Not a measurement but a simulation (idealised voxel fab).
This section sets out a process module, namely voxel capacitor over wiring.
Square cells of 5 nm make up the cross-section cut, whose width is 250 nm.
For the purposes of this document, a cross-section shall be understood as a grid of square cells, specified as bands listed in top-to-bottom order, each band consisting of one or more rows of cells. For a band, the entry starts with two heights in nm, that of the top and then that of the bottom, and carries on with the band's materials in order from left to right, each alongside its width in nm; the word "throughout" beside a single material means it fills the band edge to edge, and "air" means empty space. Note: height 0 marks the level under which the wafer is uniformly one material as received. Lowest band unbounded below, written "z 0 and below". The notation "30..40" denotes a width that varies across the rows of cells in the band, beginning at the first number in the top row, finishing at the second number in the bottom row, and changing by an identical amount from each row to the next. Basically "remained unchanged" means that step didn't change any cell in the cross-section. Completely enclosed voids: empty space of 8 cells or more with no open way to the top, each as width x height at its distance from the left edge, in nm. Where a step's line continues beyond its settings, the continuation is a remark by the simulator itself on that step. Steps that use a mask can have "overlay nm" on their line. It says how far the mask sat to the right of where it was meant to be. Negative means to the left.
List of planned process steps
1,RECEIVE, material Si
2,CONFORMAL_DEP, material SiO2, thk nm 15
3,DIRECTIONAL_DEP, material TiN, thk nm 5
4,DIRECTIONAL_DEP, material W, thk nm 20
5,PATTERN, tone cover, mask id METAL_1, material resist, width nm 30, pitch nm 100, thk nm 15, overlay nm 0
6,DIRECTIONAL_ETCH, etch materials W, depth nm 20
7,DIRECTIONAL_ETCH, etch materials TiN, depth nm 5
8,STRIP, etch materials resist
9,FILL_DEP, material SiO2, thk nm 5
10,CMP, height nm 40
11,CONFORMAL_DEP, material SiCN, thk nm 5
12,DIRECTIONAL_DEP, material SiO2, thk nm 20
13,PATTERN, tone open, mask id PLUG_1, material resist, width nm 15, thk nm 15, overlay nm 0
14,DIRECTIONAL_ETCH, etch materials SiO2, depth nm 20
15,DIRECTIONAL_ETCH, etch materials SiCN, depth nm 5
16,STRIP, etch materials resist
17,EPI, material Ru, thk nm 10
18,EPI, material Ru, thk nm 10
19,EPI, material Ru, thk nm 5
20,DIRECTIONAL_DEP, material TiN, thk nm 10
21,DIRECTIONAL_DEP, material HfO2, thk nm 5
22,DIRECTIONAL_DEP, material TiN, thk nm 10
23,DIRECTIONAL_DEP, material aC, thk nm 15
24,PATTERN, tone cover, mask id UPPER_PLATE, material resist, width nm 75, thk nm 35, overlay nm 0
25,DIRECTIONAL_ETCH, etch materials aC, depth nm 15
26,STRIP, etch materials resist
27,DIRECTIONAL_ETCH, etch materials TiN, depth nm 10
28,DIRECTIONAL_ETCH, etch materials HfO2, depth nm 5
29,STRIP, etch materials aC
30,DIRECTIONAL_DEP, material aC, thk nm 15
31,PATTERN, tone cover, mask id LOWER_PLATE, material resist, width nm 85, thk nm 35, overlay nm 0
32,DIRECTIONAL_ETCH, etch materials aC, depth nm 15
33,STRIP, etch materials resist
34,DIRECTIONAL_ETCH, etch materials TiN, depth nm 10
35,STRIP, etch materials aC
36,FILL_DEP, material SiO2, thk nm 15
37,CMP, height nm 100
38,DIRECTIONAL_DEP, material aC, thk nm 15
39,PATTERN, tone open, mask id PLUG_2, material resist, width nm 15, thk nm 30, overlay nm 0
40,DIRECTIONAL_ETCH, etch materials aC, depth nm 15
41,STRIP, etch materials resist
42,DIRECTIONAL_ETCH, etch materials SiO2, depth nm 10
43,STRIP, etch materials aC
44,CONFORMAL_DEP, material TiN, thk nm 5
45,FILL_DEP, material W, thk nm 5
46,CMP, height nm 100
47,CONFORMAL_DEP, material SiCN, thk nm 5
On the first of the two wafers: run conducted according to plan
As-received state of the wafer in cross-section, equivalent to post-step 1
> z 0 and below: Si throughout
> Completely enclosed voids: none
Cross-section of the wafer after step 2
> z 15 to 0: SiO2 throughout
> For the remainder of the cross-section, below 0, there is no change.
Cross-section of the wafer after step 3
> z 20 to 15: TiN throughout
> For the remainder of the cross-section, below 15, there is no change.
Cross-section of the wafer after step 4
> z 40 to 20: W throughout
> For the remainder of the cross-section, below 20, there is no change.
Cross-section of the wafer after step 5
> z 55 to 40: air 60 / resist 30 / air 70 / resist 30 / air 60
> For the remainder of the cross-section, below 40, there is no change.
Cross-section of the wafer after step 6
> z 55 to 40: air 60 / resist 30 / air 70 / resist 30 / air 60
> z 40 to 20: air 60 / W 30 / air 70 / W 30 / air 60
> For the remainder of the cross-section, below 20, there is no change.
Cross-section of the wafer after step 7
> z 55 to 40: air 60 / resist 30 / air 70 / resist 30 / air 60
> z 40 to 20: air 60 / W 30 / air 70 / W 30 / air 60
> z 20 to 15: air 60 / TiN 30 / air 70 / TiN 30 / air 60
> For the remainder of the cross-section, below 15, there is no change.
Cross-section of the wafer after step 8
> z 40 to 20: air 60 / W 30 / air 70 / W 30 / air 60
> For the remainder of the cross-section, below 20, there is no change.
Cross-section of the wafer after step 9
> z 45 to 40: SiO2 throughout
> z 40 to 20: SiO2 60 / W 30 / SiO2 70 / W 30 / SiO2 60
> z 20 to 15: SiO2 60 / TiN 30 / SiO2 70 / TiN 30 / SiO2 60
> For the remainder of the cross-section, below 15, there is no change.
Cross-section of the wafer after step 10
> z 40 to 20: SiO2 60 / W 30 / SiO2 70 / W 30 / SiO2 60
> For the remainder of the cross-section, below 20, there is no change.
Cross-section of the wafer after step 11
> z 45 to 40: SiCN throughout
> For the remainder of the cross-section, below 40, there is no change.
Cross-section of the wafer after step 12
> z 65 to 45: SiO2 throughout
> For the remainder of the cross-section, below 45, there is no change.
Cross-section of the wafer after step 13
> z 80 to 65: resist 75 / air 15 / resist 160
> For the remainder of the cross-section, below 65, there is no change.
Cross-section of the wafer after step 14
> z 80 to 65: resist 75 / air 15 / resist 160
> z 65 to 45: SiO2 75 / air 15 / SiO2 160
> For the remainder of the cross-section, below 45, there is no change.
Cross-section of the wafer after step 15
> z 80 to 65: resist 75 / air 15 / resist 160
> z 65 to 45: SiO2 75 / air 15 / SiO2 160
> z 45 to 40: SiCN 75 / air 15 / SiCN 160
> For the remainder of the cross-section, below 40, there is no change.
Cross-section of the wafer after step 16
> z 65 to 45: SiO2 75 / air 15 / SiO2 160
> For the remainder of the cross-section, below 45, there is no change.
Cross-section of the wafer after step 17
> z 65 to 50: SiO2 75 / air 15 / SiO2 160
> z 50 to 45: SiO2 75 / Ru 15 / SiO2 160
> z 45 to 40: SiCN 75 / Ru 15 / SiCN 160
> For the remainder of the cross-section, below 40, there is no change.
Cross-section of the wafer after step 18
> z 65 to 60: SiO2 75 / air 15 / SiO2 160
> z 60 to 45: SiO2 75 / Ru 15 / SiO2 160
> For the remainder of the cross-section, below 45, there is no change.
Cross-section of the wafer after step 19
> z 65 to 45: SiO2 75 / Ru 15 / SiO2 160
> For the remainder of the cross-section, below 45, there is no change.
Cross-section of the wafer after step 20
> z 75 to 65: TiN throughout
> For the remainder of the cross-section, below 65, there is no change.
Cross-section of the wafer after step 21
> z 80 to 75: HfO2 throughout
> For the remainder of the cross-section, below 75, there is no change.
Cross-section of the wafer after step 22
> z 90 to 80: TiN throughout
> For the remainder of the cross-section, below 80, there is no change.
Cross-section of the wafer after step 23
> z 105 to 90: aC throughout
> For the remainder of the cross-section, below 90, there is no change.
Cross-section of the wafer after step 24
> z 140 to 105: air 75 / resist 75 / air 100
> For the remainder of the cross-section, below 105, there is no change.
Cross-section of the wafer after step 25
> z 125 to 105: air 75 / resist 75 / air 100
> z 105 to 90: air 75 / aC 75 / air 100
> For the remainder of the cross-section, below 90, there is no change.
Cross-section of the wafer after step 26
> z 105 to 90: air 75 / aC 75 / air 100
> For the remainder of the cross-section, below 90, there is no change.
Cross-section of the wafer after step 27
> z 105 to 90: air 75 / aC 75 / air 100
> z 90 to 80: air 75 / TiN 75 / air 100
> For the remainder of the cross-section, below 80, there is no change.
Cross-section of the wafer after step 28
> z 105 to 90: air 75 / aC 75 / air 100
> z 90 to 80: air 75 / TiN 75 / air 100
> z 80 to 75: air 75 / HfO2 75 / air 100
> For the remainder of the cross-section, below 75, there is no change.
Cross-section of the wafer after step 29
> z 90 to 80: air 75 / TiN 75 / air 100
> For the remainder of the cross-section, below 80, there is no change.
Cross-section of the wafer after step 30
> z 105 to 90: air 75 / aC 75 / air 100
> z 90 to 80: aC 75 / TiN 75 / aC 100
> z 80 to 75: aC 75 / HfO2 75 / aC 100
> For the remainder of the cross-section, below 75, there is no change.
Cross-section of the wafer after step 31
> z 140 to 105: air 70 / resist 85 / air 95
> z 105 to 90: air 70 / resist 5 / aC 75 / resist 5 / air 95
> For the remainder of the cross-section, below 90, there is no change.
Cross-section of the wafer after step 32
> z 125 to 105: air 70 / resist 85 / air 95
> z 105 to 90: air 70 / resist 5 / aC 75 / resist 5 / air 95
> z 90 to 80: air 70 / aC 5 / TiN 75 / aC 5 / air 95
> z 80 to 75: air 70 / aC 5 / HfO2 75 / aC 5 / air 95
> For the remainder of the cross-section, below 75, there is no change.
Cross-section of the wafer after step 33
> z 105 to 90: air 75 / aC 75 / air 100
> For the remainder of the cross-section, below 90, there is no change.
Cross-section of the wafer after step 34
> z 105 to 90: air 75 / aC 75 / air 100
> z 90 to 80: air 70 / aC 5 / TiN 75 / aC 5 / air 95
> z 80 to 75: air 70 / aC 5 / HfO2 75 / aC 5 / air 95
> z 75 to 65: air 70 / TiN 85 / air 95
> For the remainder of the cross-section, below 65, there is no change.
Cross-section of the wafer after step 35
> z 90 to 80: air 75 / TiN 75 / air 100
> z 80 to 75: air 75 / HfO2 75 / air 100
> For the remainder of the cross-section, below 75, there is no change.
Cross-section of the wafer after step 36
> z 105 to 90: SiO2 throughout
> z 90 to 80: SiO2 75 / TiN 75 / SiO2 100
> z 80 to 75: SiO2 75 / HfO2 75 / SiO2 100
> z 75 to 65: SiO2 70 / TiN 85 / SiO2 95
> For the remainder of the cross-section, below 65, there is no change.
Cross-section of the wafer after step 37
> z 100 to 90: SiO2 throughout
> For the remainder of the cross-section, below 90, there is no change.
Cross-section of the wafer after step 38
> z 115 to 100: aC throughout
> For the remainder of the cross-section, below 100, there is no change.
Cross-section of the wafer after step 39
> z 145 to 115: resist 85 / air 15 / resist 150
> For the remainder of the cross-section, below 115, there is no change.
Cross-section of the wafer after step 40
> z 130 to 115: resist 85 / air 15 / resist 150
> z 115 to 100: aC 85 / air 15 / aC 150
> For the remainder of the cross-section, below 100, there is no change.
Cross-section of the wafer after step 41
> z 115 to 100: aC 85 / air 15 / aC 150
> For the remainder of the cross-section, below 100, there is no change.
Cross-section of the wafer after step 42
> z 115 to 100: aC 85 / air 15 / aC 150
> z 100 to 90: SiO2 85 / air 15 / SiO2 150
> For the remainder of the cross-section, below 90, there is no change.
Cross-section of the wafer after step 43
> z 100 to 90: SiO2 85 / air 15 / SiO2 150
> For the remainder of the cross-section, below 90, there is no change.
Cross-section of the wafer after step 44
> z 105 to 100: TiN 90 / air 5 / TiN 155
> z 100 to 95: SiO2 85 / TiN 5 / air 5 / TiN 5 / SiO2 150
> z 95 to 90: SiO2 85 / TiN 15 / SiO2 150
> For the remainder of the cross-section, below 90, there is no change.
Cross-section of the wafer after step 45
> z 110 to 105: W throughout
> z 105 to 100: TiN 90 / W 5 / TiN 155
> z 100 to 95: SiO2 85 / TiN 5 / W 5 / TiN 5 / SiO2 150
> For the remainder of the cross-section, below 95, there is no change.
Cross-section of the wafer after step 46
> z 100 to 95: SiO2 85 / TiN 5 / W 5 / TiN 5 / SiO2 150
> For the remainder of the cross-section, below 95, there is no change.
Cross-section of the wafer after step 47
> z 105 to 100: SiCN throughout
> For the remainder of the cross-section, below 100, there is no change.
For the second wafer, take the first wafer's start and plan, then add one mistake made in running it; everything through step 4, that step included, is shared with the first
Cross-section of the second wafer at the time by which step 5 should have been completed according to the plan
> z 55 to 40: air 65 / resist 30 / air 70 / resist 30 / air 55
> For the remainder of the cross-section, below 40, there is no change.
Cross-section of the second wafer at the time by which step 6 should have been completed according to the plan
> z 55 to 40: air 65 / resist 30 / air 70 / resist 30 / air 55
> z 40 to 20: air 65 / W 30 / air 70 / W 30 / air 55
> For the remainder of the cross-section, below 20, there is no change.
Cross-section of the second wafer at the time by which step 7 should have been completed according to the plan
> z 55 to 40: air 65 / resist 30 / air 70 / resist 30 / air 55
> z 40 to 20: air 65 / W 30 / air 70 / W 30 / air 55
> z 20 to 15: air 65 / TiN 30 / air 70 / TiN 30 / air 55
> For the remainder of the cross-section, below 15, there is no change.
Cross-section of the second wafer at the time by which step 8 should have been completed according to the plan
> z 40 to 20: air 65 / W 30 / air 70 / W 30 / air 55
> For the remainder of the cross-section, below 20, there is no change.
Cross-section of the second wafer at the time by which step 9 should have been completed according to the plan
> z 45 to 40: SiO2 throughout
> z 40 to 20: SiO2 65 / W 30 / SiO2 70 / W 30 / SiO2 55
> z 20 to 15: SiO2 65 / TiN 30 / SiO2 70 / TiN 30 / SiO2 55
> For the remainder of the cross-section, below 15, there is no change.
Cross-section of the second wafer at the time by which step 10 should have been completed according to the plan
> z 40 to 20: SiO2 65 / W 30 / SiO2 70 / W 30 / SiO2 55
> For the remainder of the cross-section, below 20, there is no change.
Cross-section of the second wafer at the time by which step 11 should have been completed according to the plan
> z 45 to 40: SiCN throughout
> For the remainder of the cross-section, below 40, there is no change.
Cross-section of the second wafer at the time by which step 12 should have been completed according to the plan
> z 65 to 45: SiO2 throughout
> For the remainder of the cross-section, below 45, there is no change.
Cross-section of the second wafer at the time by which step 13 should have been completed according to the plan
> z 80 to 65: resist 75 / air 15 / resist 160
> For the remainder of the cross-section, below 65, there is no change.
Cross-section of the second wafer at the time by which step 14 should have been completed according to the plan
> z 80 to 65: resist 75 / air 15 / resist 160
> z 65 to 45: SiO2 75 / air 15 / SiO2 160
> For the remainder of the cross-section, below 45, there is no change.
Cross-section of the second wafer at the time by which step 15 should have been completed according to the plan
> z 80 to 65: resist 75 / air 15 / resist 160
> z 65 to 45: SiO2 75 / air 15 / SiO2 160
> z 45 to 40: SiCN 75 / air 15 / SiCN 160
> For the remainder of the cross-section, below 40, there is no change.
Cross-section of the second wafer at the time by which step 16 should have been completed according to the plan
> z 65 to 45: SiO2 75 / air 15 / SiO2 160
> For the remainder of the cross-section, below 45, there is no change.
Cross-section of the second wafer at the time by which step 17 should have been completed according to the plan
> z 65 to 50: SiO2 75 / air 15 / SiO2 160
> z 50 to 45: SiO2 75 / Ru 15 / SiO2 160
> z 45 to 40: SiCN 75 / Ru 15 / SiCN 160
> For the remainder of the cross-section, below 40, there is no change.
Cross-section of the second wafer at the time by which step 18 should have been completed according to the plan
> z 65 to 60: SiO2 75 / air 15 / SiO2 160
> z 60 to 45: SiO2 75 / Ru 15 / SiO2 160
> For the remainder of the cross-section, below 45, there is no change.
Cross-section of the second wafer at the time by which step 19 should have been completed according to the plan
> z 65 to 45: SiO2 75 / Ru 15 / SiO2 160
> For the remainder of the cross-section, below 45, there is no change.
Cross-section of the second wafer at the time by which step 20 should have been completed according to the plan
> z 75 to 65: TiN throughout
> For the remainder of the cross-section, below 65, there is no change.
Cross-section of the second wafer at the time by which step 21 should have been completed according to the plan
> z 80 to 75: HfO2 throughout
> For the remainder of the cross-section, below 75, there is no change.
Cross-section of the second wafer at the time by which step 22 should have been completed according to the plan
> z 90 to 80: TiN throughout
> For the remainder of the cross-section, below 80, there is no change.
Cross-section of the second wafer at the time by which step 23 should have been completed according to the plan
> z 105 to 90: aC throughout
> For the remainder of the cross-section, below 90, there is no change.
Cross-section of the second wafer at the time by which step 24 should have been completed according to the plan
> z 140 to 105: air 75 / resist 75 / air 100
> For the remainder of the cross-section, below 105, there is no change.
Cross-section of the second wafer at the time by which step 25 should have been completed according to the plan
> z 125 to 105: air 75 / resist 75 / air 100
> z 105 to 90: air 75 / aC 75 / air 100
> For the remainder of the cross-section, below 90, there is no change.
Cross-section of the second wafer at the time by which step 26 should have been completed according to the plan
> z 105 to 90: air 75 / aC 75 / air 100
> For the remainder of the cross-section, below 90, there is no change.
Cross-section of the second wafer at the time by which step 27 should have been completed according to the plan
> z 105 to 90: air 75 / aC 75 / air 100
> z 90 to 80: air 75 / TiN 75 / air 100
> For the remainder of the cross-section, below 80, there is no change.
Cross-section of the second wafer at the time by which step 28 should have been completed according to the plan
> z 105 to 90: air 75 / aC 75 / air 100
> z 90 to 80: air 75 / TiN 75 / air 100
> z 80 to 75: air 75 / HfO2 75 / air 100
> For the remainder of the cross-section, below 75, there is no change.
Cross-section of the second wafer at the time by which step 29 should have been completed according to the plan
> z 90 to 80: air 75 / TiN 75 / air 100
> For the remainder of the cross-section, below 80, there is no change.
Cross-section of the second wafer at the time by which step 30 should have been completed according to the plan
> z 105 to 90: air 75 / aC 75 / air 100
> z 90 to 80: aC 75 / TiN 75 / aC 100
> z 80 to 75: aC 75 / HfO2 75 / aC 100
> For the remainder of the cross-section, below 75, there is no change.
Cross-section of the second wafer at the time by which step 31 should have been completed according to the plan
> z 140 to 105: air 70 / resist 85 / air 95
> z 105 to 90: air 70 / resist 5 / aC 75 / resist 5 / air 95
> For the remainder of the cross-section, below 90, there is no change.
Cross-section of the second wafer at the time by which step 32 should have been completed according to the plan
> z 125 to 105: air 70 / resist 85 / air 95
> z 105 to 90: air 70 / resist 5 / aC 75 / resist 5 / air 95
> z 90 to 80: air 70 / aC 5 / TiN 75 / aC 5 / air 95
> z 80 to 75: air 70 / aC 5 / HfO2 75 / aC 5 / air 95
> For the remainder of the cross-section, below 75, there is no change.
Cross-section of the second wafer at the time by which step 33 should have been completed according to the plan
> z 105 to 90: air 75 / aC 75 / air 100
> For the remainder of the cross-section, below 90, there is no change.
Cross-section of the second wafer at the time by which step 34 should have been completed according to the plan
> z 105 to 90: air 75 / aC 75 / air 100
> z 90 to 80: air 70 / aC 5 / TiN 75 / aC 5 / air 95
> z 80 to 75: air 70 / aC 5 / HfO2 75 / aC 5 / air 95
> z 75 to 65: air 70 / TiN 85 / air 95
> For the remainder of the cross-section, below 65, there is no change.
Cross-section of the second wafer at the time by which step 35 should have been completed according to the plan
> z 90 to 80: air 75 / TiN 75 / air 100
> z 80 to 75: air 75 / HfO2 75 / air 100
> For the remainder of the cross-section, below 75, there is no change.
Cross-section of the second wafer at the time by which step 36 should have been completed according to the plan
> z 105 to 90: SiO2 throughout
> z 90 to 80: SiO2 75 / TiN 75 / SiO2 100
> z 80 to 75: SiO2 75 / HfO2 75 / SiO2 100
> z 75 to 65: SiO2 70 / TiN 85 / SiO2 95
> For the remainder of the cross-section, below 65, there is no change.
Cross-section of the second wafer at the time by which step 37 should have been completed according to the plan
> z 100 to 90: SiO2 throughout
> For the remainder of the cross-section, below 90, there is no change.
Cross-section of the second wafer at the time by which step 38 should have been completed according to the plan
> z 115 to 100: aC throughout
> For the remainder of the cross-section, below 100, there is no change.
Cross-section of the second wafer at the time by which step 39 should have been completed according to the plan
> z 145 to 115: resist 85 / air 15 / resist 150
> For the remainder of the cross-section, below 115, there is no change.
Cross-section of the second wafer at the time by which step 40 should have been completed according to the plan
> z 130 to 115: resist 85 / air 15 / resist 150
> z 115 to 100: aC 85 / air 15 / aC 150
> For the remainder of the cross-section, below 100, there is no change.
Cross-section of the second wafer at the time by which step 41 should have been completed according to the plan
> z 115 to 100: aC 85 / air 15 / aC 150
> For the remainder of the cross-section, below 100, there is no change.
Cross-section of the second wafer at the time by which step 42 should have been completed according to the plan
> z 115 to 100: aC 85 / air 15 / aC 150
> z 100 to 90: SiO2 85 / air 15 / SiO2 150
> For the remainder of the cross-section, below 90, there is no change.
Cross-section of the second wafer at the time by which step 43 should have been completed according to the plan
> z 100 to 90: SiO2 85 / air 15 / SiO2 150
> For the remainder of the cross-section, below 90, there is no change.
Cross-section of the second wafer at the time by which step 44 should have been completed according to the plan
> z 105 to 100: TiN 90 / air 5 / TiN 155
> z 100 to 95: SiO2 85 / TiN 5 / air 5 / TiN 5 / SiO2 150
> z 95 to 90: SiO2 85 / TiN 15 / SiO2 150
> For the remainder of the cross-section, below 90, there is no change.
Cross-section of the second wafer at the time by which step 45 should have been completed according to the plan
> z 110 to 105: W throughout
> z 105 to 100: TiN 90 / W 5 / TiN 155
> z 100 to 95: SiO2 85 / TiN 5 / W 5 / TiN 5 / SiO2 150
> For the remainder of the cross-section, below 95, there is no change.
Cross-section of the second wafer at the time by which step 46 should have been completed according to the plan
> z 100 to 95: SiO2 85 / TiN 5 / W 5 / TiN 5 / SiO2 150
> For the remainder of the cross-section, below 95, there is no change.
Cross-section of the second wafer at the time by which step 47 should have been completed according to the plan
> z 105 to 100: SiCN throughout
> For the remainder of the cross-section, below 100, there is no change.
Finding, execution versus plan: in deviation from the planned setting, step 5 was conducted as PATTERN, tone cover, mask id METAL_1, material resist, width nm 30, pitch nm 100, thk nm 15, overlay nm 5
The concluding comparison shows that, measured in cells, each material is equally abundant on both wafers, albeit at different positions.
